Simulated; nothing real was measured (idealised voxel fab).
The process module that follows is named voxel quadruple lines.
Section cut is 270 nm wide and gridded with 5 nm square cells.
In this document a cross-section is written as a grid of square cells. It is given as a series of bands, listed from the top down, and a band is one or more rows of cells.
Look at the band entry: it leads with the top's height and the bottom's height in nm. Then it lists the materials left to right, with a width in nm for each. The word "throughout" on a single material says that material fills the band edge to edge. The word "blank" is empty space.
Measure heights from 0. That's the level where, below it, the as-received wafer is all one material. The lowest band is bottomless and extends downward; write it as in "top 0, no bottom".
It should be noted that a width expressed as "30..40" varies in equal increments from row to row of cells within the band, taking the value of the first number at the top row and that of the second number at the bottom row.
Basically "same as before" means that step didn't change any cell in the cross-section.
Any empty space of 8 cells or more lacking an open way to the top shows up in "Enclosed internal cavities" as width x height at distance, distance from the left edge, in nm.
The remark found on a step's line after its settings is issued by the simulator itself and pertains to that step.
overlay nm: where the mask lay relative to plan, measured to the right, on steps with a mask; negatives go left.
Pairs follow: section before one process step, section after it down to the lowest changed band, step with settings underneath. Pairs may come from different runs of this module on the same starting wafer; continuity with the pair above only as stated in the "Before-step section" entry.

Before-step section
    top 0, no bottom | Si throughout
    Enclosed internal cavities: none

Cross-Section After Step
    top 10, bottom 0 | polySi throughout
    Below 0 it's all the same as before, nothing changed down there.
    Enclosed internal cavities: none
The two cross-sections above are separated by a single process step, namely CONFORMAL_DEP | material polySi | thk nm 10

Before-step section: nothing new to draw here, it's the after view of the pair just above.

Cross-Section After Step
    top 20, bottom 10 | TiN throughout
    Below 10 it's all the same as before, nothing changed down there.
    Enclosed internal cavities: none
The two cross-sections above are separated by a single process step, namely DIRECTIONAL_DEP | material TiN | thk nm 10

Before-step section: nothing new to draw here, it's the after view of the pair just above.

Cross-Section After Step
    top 35, bottom 20 | polySi throughout
    Below 20 it's all the same as before, nothing changed down there.
    Enclosed internal cavities: none
The two cross-sections above are separated by a single process step, namely DIRECTIONAL_DEP | material polySi | thk nm 15

Before-step section: nothing new to draw here, it's the after view of the pair just above.

Cross-Section After Step
    top 55, bottom 35 | aC throughout
    Below 35 it's all the same as before, nothing changed down there.
    Enclosed internal cavities: none
The two cross-sections above are separated by a single process step, namely DIRECTIONAL_DEP | material aC | thk nm 20

Before-step section: nothing new to draw here, it's the after view of the pair just above.

Cross-Section After Step
    top 85, bottom 55 | 115 nm blank | 35 nm resist | 120 nm blank
    Below 55 it's all the same as before, nothing changed down there.
    Enclosed internal cavities: none
The two cross-sections above are separated by a single process step, namely PATTERN | tone cover | mask id MANDREL | material resist | width nm 35 | thk nm 30 | overlay nm 0

Before-step section: nothing new to draw here, it's the after view of the pair just above.

Cross-Section After Step
    top 65, bottom 55 | 115 nm blank | 35 nm resist | 120 nm blank
    top 55, bottom 35 | 115 nm blank | 35 nm aC | 120 nm blank
    Below 35 it's all the same as before, nothing changed down there.
    Enclosed internal cavities: none
The two cross-sections above are separated by a single process step, namely DIRECTIONAL_ETCH | etch materials aC | depth nm 20

Before-step section: nothing new to draw here, it's the after view of the pair just above.

Cross-Section After Step
    top 55, bottom 35 | 115 nm blank | 35 nm aC | 120 nm blank
    Below 35 it's all the same as before, nothing changed down there.
    Enclosed internal cavities: none
The two cross-sections above are separated by a single process step, namely STRIP | etch materials resist

Before-step section: nothing new to draw here, it's the after view of the pair just above.

Cross-Section After Step
    top 70, bottom 55 | 100 nm blank | 65 nm SiO2 | 105 nm blank
    top 55, bottom 50 | 100 nm blank | 15 nm SiO2 | 35 nm aC | 15 nm SiO2 | 105 nm blank
    top 50, bottom 35 | 115 nm SiO2 | 35 nm aC | 120 nm SiO2
    Below 35 it's all the same as before, nothing changed down there.
    Enclosed internal cavities: none
The two cross-sections above are separated by a single process step, namely CONFORMAL_DEP | material SiO2 | thk nm 15

Before-step section: nothing new to draw here, it's the after view of the pair just above.

Cross-Section After Step
    top 55, bottom 35 | 100 nm blank | 15 nm SiO2 | 35 nm aC | 15 nm SiO2 | 105 nm blank
    Below 35 it's all the same as before, nothing changed down there.
    Enclosed internal cavities: none
The two cross-sections above are separated by a single process step, namely DIRECTIONAL_ETCH | etch materials SiO2 | depth nm 15

Before-step section: nothing new to draw here, it's the after view of the pair just above.

Cross-Section After Step
    top 55, bottom 35 | 100 nm blank | 15 nm SiO2 | 35 nm blank | 15 nm SiO2 | 105 nm blank
    Below 35 it's all the same as before, nothing changed down there.
    Enclosed internal cavities: none
The two cross-sections above are separated by a single process step, namely STRIP | etch materials aC

Before-step section: nothing new to draw here, it's the after view of the pair just above.

Cross-Section After Step
    top 55, bottom 35 | 100 nm blank | 15 nm SiO2 | 35 nm blank | 15 nm SiO2 | 105 nm blank
    top 35, bottom 20 | 100 nm blank | 15 nm polySi | 35 nm blank | 15 nm polySi | 105 nm blank
    Below 20 it's all the same as before, nothing changed down there.
    Enclosed internal cavities: none
The two cross-sections above are separated by a single process step, namely DIRECTIONAL_ETCH | etch materials polySi | depth nm 15

Before-step section: nothing new to draw here, it's the after view of the pair just above.

Cross-Section After Step
    top 35, bottom 20 | 100 nm blank | 15 nm polySi | 35 nm blank | 15 nm polySi | 105 nm blank
    Below 20 it's all the same as before, nothing changed down there.
    Enclosed internal cavities: none
The two cross-sections above are separated by a single process step, namely STRIP | etch materials SiO2

Before-step section: nothing new to draw here, it's the after view of the pair just above.

Cross-Section After Step
    top 45, bottom 35 | 90 nm blank | 35 nm SiN | 15 nm blank | 35 nm SiN | 95 nm blank
    top 35, bottom 30 | 90 nm blank | 10 nm SiN | 15 nm polySi | 10 nm SiN | 15 nm blank | 10 nm SiN | 15 nm polySi | 10 nm SiN | 95 nm blank
    top 30, bottom 20 | 100 nm SiN | 15 nm polySi | 35 nm SiN | 15 nm polySi | 105 nm SiN
    Below 20 it's all the same as before, nothing changed down there.
    Enclosed internal cavities: none
The two cross-sections above are separated by a single process step, namely CONFORMAL_DEP | material SiN | thk nm 10

Before-step section: nothing new to draw here, it's the after view of the pair just above.

Cross-Section After Step
    top 35, bottom 20 | 90 nm blank | 10 nm SiN | 15 nm polySi | 10 nm SiN | 15 nm blank | 10 nm SiN | 15 nm polySi | 10 nm SiN | 95 nm blank
    Below 20 it's all the same as before, nothing changed down there.
    Enclosed internal cavities: none
The two cross-sections above are separated by a single process step, namely DIRECTIONAL_ETCH | etch materials SiN | depth nm 10

Before-step section: nothing new to draw here, it's the after view of the pair just above.

Cross-Section After Step
    top 35, bottom 20 | 90 nm blank | 10 nm SiN | 15 nm blank | 10 nm SiN | 15 nm blank | 10 nm SiN | 15 nm blank | 10 nm SiN | 95 nm blank
    Below 20 it's all the same as before, nothing changed down there.
    Enclosed internal cavities: none
The two cross-sections above are separated by a single process step, namely STRIP | etch materials polySi

Before-step section: nothing new to draw here, it's the after view of the pair just above.

Cross-Section After Step
    top 35, bottom 20 | 90 nm blank | 10 nm SiN | 15 nm blank | 10 nm SiN | 15 nm blank | 10 nm SiN | 15 nm blank | 10 nm SiN | 95 nm blank
    top 20, bottom 10 | 90 nm blank | 10 nm TiN | 15 nm blank | 10 nm TiN | 15 nm blank | 10 nm TiN | 15 nm blank | 10 nm TiN | 95 nm blank
    Below 10 it's all the same as before, nothing changed down there.
    Enclosed internal cavities: none
The two cross-sections above are separated by a single process step, namely DIRECTIONAL_ETCH | etch materials TiN | depth nm 10

Before-step section: nothing new to draw here, it's the after view of the pair just above.

Cross-Section After Step
    top 20, bottom 10 | 90 nm blank | 10 nm TiN | 15 nm blank | 10 nm TiN | 15 nm blank | 10 nm TiN | 15 nm blank | 10 nm TiN | 95 nm blank
    Below 10 it's all the same as before, nothing changed down there.
    Enclosed internal cavities: none
The two cross-sections above are separated by a single process step, namely STRIP | etch materials SiN

Before-step section: nothing new to draw here, it's the after view of the pair just above.

Cross-Section After Step
    top 25, bottom 20 | SiO2 throughout
    top 20, bottom 10 | 90 nm SiO2 | 10 nm TiN | 15 nm SiO2 | 10 nm TiN | 15 nm SiO2 | 10 nm TiN | 15 nm SiO2 | 10 nm TiN | 95 nm SiO2
    Below 10 it's all the same as before, nothing changed down there.
    Enclosed internal cavities: none
The two cross-sections above are separated by a single process step, namely FILL_DEP | material SiO2 | thk nm 5

Before-step section: nothing new to draw here, it's the after view of the pair just above.

Cross-Section After Step
    top 20, bottom 10 | 90 nm SiO2 | 10 nm TiN | 15 nm SiO2 | 10 nm TiN | 15 nm SiO2 | 10 nm TiN | 15 nm SiO2 | 10 nm TiN | 95 nm SiO2
    Below 10 it's all the same as before, nothing changed down there.
    Enclosed internal cavities: none
The two cross-sections above are separated by a single process step, namely CMP | height nm 20

Before-step section
    top 55, bottom 35 | aC throughout
    top 35, bottom 20 | polySi throughout
    top 20, bottom 10 | TiN throughout
    top 10, bottom 0 | SiO2 throughout
    top 0, no bottom | Si throughout
    Enclosed internal cavities: none

Cross-Section After Step
    top 85, bottom 55 | 115 nm resist | 35 nm blank | 120 nm resist
    Below 55 it's all the same as before, nothing changed down there.
    Enclosed internal cavities: none
The two cross-sections above are separated by a single process step, namely PATTERN | tone open | mask id MANDREL | material resist | width nm 35 | thk nm 30 | overlay nm 0

Before-step section: nothing new to draw here, it's the after view of the pair just above.

Cross-Section After Step
    top 65, bottom 55 | 115 nm resist | 35 nm blank | 120 nm resist
    top 55, bottom 35 | 115 nm aC | 35 nm blank | 120 nm aC
    Below 35 it's all the same as before, nothing changed down there.
    Enclosed internal cavities: none
The two cross-sections above are separated by a single process step, namely DIRECTIONAL_ETCH | etch materials aC | depth nm 20

Before-step section: nothing new to draw here, it's the after view of the pair just above.

Cross-Section After Step
    top 55, bottom 35 | 115 nm aC | 35 nm blank | 120 nm aC
    Below 35 it's all the same as before, nothing changed down there.
    Enclosed internal cavities: none
The two cross-sections above are separated by a single process step, namely STRIP | etch materials resist

Before-step section: nothing new to draw here, it's the after view of the pair just above.

Cross-Section After Step
    top 70, bottom 55 | 130 nm SiO2 | 5 nm blank | 135 nm SiO2
    top 55, bottom 50 | 115 nm aC | 15 nm SiO2 | 5 nm blank | 15 nm SiO2 | 120 nm aC
    top 50, bottom 35 | 115 nm aC | 35 nm SiO2 | 120 nm aC
    Below 35 it's all the same as before, nothing changed down there.
    Enclosed internal cavities: none
The two cross-sections above are separated by a single process step, namely CONFORMAL_DEP | material SiO2 | thk nm 15

Before-step section: nothing new to draw here, it's the after view of the pair just above.

Cross-Section After Step
    top 55, bottom 35 | 115 nm aC | 15 nm SiO2 | 5 nm blank | 15 nm SiO2 | 120 nm aC
    Below 35 it's all the same as before, nothing changed down there.
    Enclosed internal cavities: none
The two cross-sections above are separated by a single process step, namely DIRECTIONAL_ETCH | etch materials SiO2 | depth nm 15

Before-step section: nothing new to draw here, it's the after view of the pair just above.

Cross-Section After Step
    top 55, bottom 35 | 115 nm blank | 15 nm SiO2 | 5 nm blank | 15 nm SiO2 | 120 nm blank
    Below 35 it's all the same as before, nothing changed down there.
    Enclosed internal cavities: none
The two cross-sections above are separated by a single process step, namely STRIP | etch materials aC

Before-step section: nothing new to draw here, it's the after view of the pair just above.

Cross-Section After Step
    top 55, bottom 35 | 115 nm blank | 15 nm SiO2 | 5 nm blank | 15 nm SiO2 | 120 nm blank
    top 35, bottom 20 | 115 nm blank | 15 nm polySi | 5 nm blank | 15 nm polySi | 120 nm blank
    Below 20 it's all the same as before, nothing changed down there.
    Enclosed internal cavities: none
The two cross-sections above are separated by a single process step, namely DIRECTIONAL_ETCH | etch materials polySi | depth nm 15

Before-step section: nothing new to draw here, it's the after view of the pair just above.

Cross-Section After Step
    top 35, bottom 20 | 115 nm blank | 15 nm polySi | 5 nm blank | 15 nm polySi | 120 nm blank
    Below 20 it's all the same as before, nothing changed down there.
    Enclosed internal cavities: none
The two cross-sections above are separated by a single process step, namely STRIP | etch materials SiO2

Before-step section: nothing new to draw here, it's the after view of the pair just above.

Cross-Section After Step
    top 45, bottom 35 | 105 nm blank | 55 nm SiN | 110 nm blank
    top 35, bottom 30 | 105 nm blank | 10 nm SiN | 15 nm polySi | 5 nm SiN | 15 nm polySi | 10 nm SiN | 110 nm blank
    top 30, bottom 20 | 115 nm SiN | 15 nm polySi | 5 nm SiN | 15 nm polySi | 120 nm SiN
    Below 20 it's all the same as before, nothing changed down there.
    Enclosed internal cavities: none
The two cross-sections above are separated by a single process step, namely CONFORMAL_DEP | material SiN | thk nm 10

Before-step section: nothing new to draw here, it's the after view of the pair just above.

Cross-Section After Step
    top 35, bottom 20 | 105 nm blank | 10 nm SiN | 15 nm polySi | 5 nm SiN | 15 nm polySi | 10 nm SiN | 110 nm blank
    Below 20 it's all the same as before, nothing changed down there.
    Enclosed internal cavities: none
The two cross-sections above are separated by a single process step, namely DIRECTIONAL_ETCH | etch materials SiN | depth nm 10

Before-step section: nothing new to draw here, it's the after view of the pair just above.

Cross-Section After Step
    top 35, bottom 20 | 105 nm blank | 10 nm SiN | 15 nm blank | 5 nm SiN | 15 nm blank | 10 nm SiN | 110 nm blank
    Below 20 it's all the same as before, nothing changed down there.
    Enclosed internal cavities: none
The two cross-sections above are separated by a single process step, namely STRIP | etch materials polySi

Before-step section: nothing new to draw here, it's the after view of the pair just above.

Cross-Section After Step
    top 35, bottom 20 | 105 nm blank | 10 nm SiN | 15 nm blank | 5 nm SiN | 15 nm blank | 10 nm SiN | 110 nm blank
    top 20, bottom 10 | 105 nm blank | 10 nm TiN | 15 nm blank | 5 nm TiN | 15 nm blank | 10 nm TiN | 110 nm blank
    Below 10 it's all the same as before, nothing changed down there.
    Enclosed internal cavities: none
The two cross-sections above are separated by a single process step, namely DIRECTIONAL_ETCH | etch materials TiN | depth nm 10

Before-step section: nothing new to draw here, it's the after view of the pair just above.

Cross-Section After Step
    top 20, bottom 10 | 105 nm blank | 10 nm TiN | 15 nm blank | 5 nm TiN | 15 nm blank | 10 nm TiN | 110 nm blank
    Below 10 it's all the same as before, nothing changed down there.
    Enclosed internal cavities: none
The two cross-sections above are separated by a single process step, namely STRIP | etch materials SiN

Before-step section: nothing new to draw here, it's the after view of the pair just above.

Cross-Section After Step
    top 25, bottom 20 | SiO2 throughout
    top 20, bottom 10 | 105 nm SiO2 | 10 nm TiN | 15 nm SiO2 | 5 nm TiN | 15 nm SiO2 | 10 nm TiN | 110 nm SiO2
    Below 10 it's all the same as before, nothing changed down there.
    Enclosed internal cavities: none
The two cross-sections above are separated by a single process step, namely FILL_DEP | material SiO2 | thk nm 5

Before-step section: nothing new to draw here, it's the after view of the pair just above.

Cross-Section After Step
    top 20, bottom 10 | 105 nm SiO2 | 10 nm TiN | 15 nm SiO2 | 5 nm TiN | 15 nm SiO2 | 10 nm TiN | 110 nm SiO2
    Below 10 it's all the same as before, nothing changed down there.
    Enclosed internal cavities: none
The two cross-sections above are separated by a single process step, namely CMP | height nm 20
